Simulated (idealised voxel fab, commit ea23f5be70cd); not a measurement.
The process module presented herein is designated voxel air gaps.
The figure presents cross-section cut, which has a width of 290 nm and is divided into square cells with an edge length of 5 nm.
How to read a cross-section here: the picture is a grid of square cells, written as bands going from the top down, and any band can span one or more rows of cells.
Per band: top height and bottom height in nm, followed by the left-to-right materials and their widths in nm; "everywhere" marks a single material spanning edge to edge, "air" marks empty space.
Height 0 is the level under which the wafer as received is all one material. The lowest band goes on downwards, as in "z 0 and below".
With a width like "30..40", each row of cells in the band differs from the next by the same amount, the top row carrying the first number and the bottom row the second.
Key: "no modifications" - step with no changed cell in the cross-section.
In the "Sealed internal cavities" entry, you get each enclosed empty space of 8 cells or more, one with no open way to the top, written width x height at distance, distance from the left edge, in nm.
On a step's line, text after the settings is the simulator commenting on that step.
Steps that use a mask can have "overlay nm" on their line. It says how far the mask sat to the right of where it was meant to be. Negative means to the left.
### List of planned process steps
step 1: RECEIVE with material Si
step 2: CONFORMAL_DEP with material SiO2, thk nm 15
step 3: CONFORMAL_DEP with material SiN, thk nm 5
step 4: DIRECTIONAL_DEP with material SiO2, thk nm 40
step 5: PATTERN with tone open, mask id LINES, material resist, width nm 25, pitch nm 50, thk nm 15, overlay nm 0
step 6: DIRECTIONAL_ETCH with etch materials SiO2, depth nm 40
step 7: STRIP with etch materials resist
step 8: CONFORMAL_DEP with material TiN, thk nm 5
step 9: FILL_DEP with material Ru, thk nm 5
step 10: CMP with height nm 60
step 11: EPI with material Ru, thk nm 10
step 12: SELECTIVE_ETCH with etch materials SiO2, depth nm 50
step 13: CONFORMAL_DEP with material SiCN, thk nm 5
### Cross-section of the incoming wafer, state after step 1
  z 0 and below | Si everywhere
  Sealed internal cavities: none
### The following cross-section depicts the wafer upon conclusion of the module. Processing commenced from the starting condition illustrated above and adhered to the plan illustrated above, save for one mistake in execution
  z 75 to 70 | air=65 / SiCN=160 / air=65
  z 70 to 60 | air=65 / SiCN=5 / Ru=150 / SiCN=5 / air=65
  z 60 to 55 | air=65 / SiCN=15 / TiN=5 / Ru=20 / TiN=5 / SiO2=20 / TiN=5 / Ru=20 / TiN=5 / SiO2=20 / TiN=5 / Ru=20 / TiN=5 / SiCN=15 / air=65
  z 55 to 25 | air=75 / SiCN=5 / TiN=5 / Ru=20 / TiN=5 / SiO2=20 / TiN=5 / Ru=20 / TiN=5 / SiO2=20 / TiN=5 / Ru=20 / TiN=5 / SiCN=5 / air=75
  z 25 to 20 | SiCN=80 / TiN=30 / SiO2=20 / TiN=30 / SiO2=20 / TiN=30 / SiCN=80
  z 20 to 15 | SiN everywhere
  z 15 to 0 | SiO2 everywhere
  z 0 and below | Si everywhere
  Sealed internal cavities: none
Deviation from plan: step 5 ran as: PATTERN with tone open, mask id LINES, material resist, width nm 30, pitch nm 50, thk nm 15, overlay nm 0
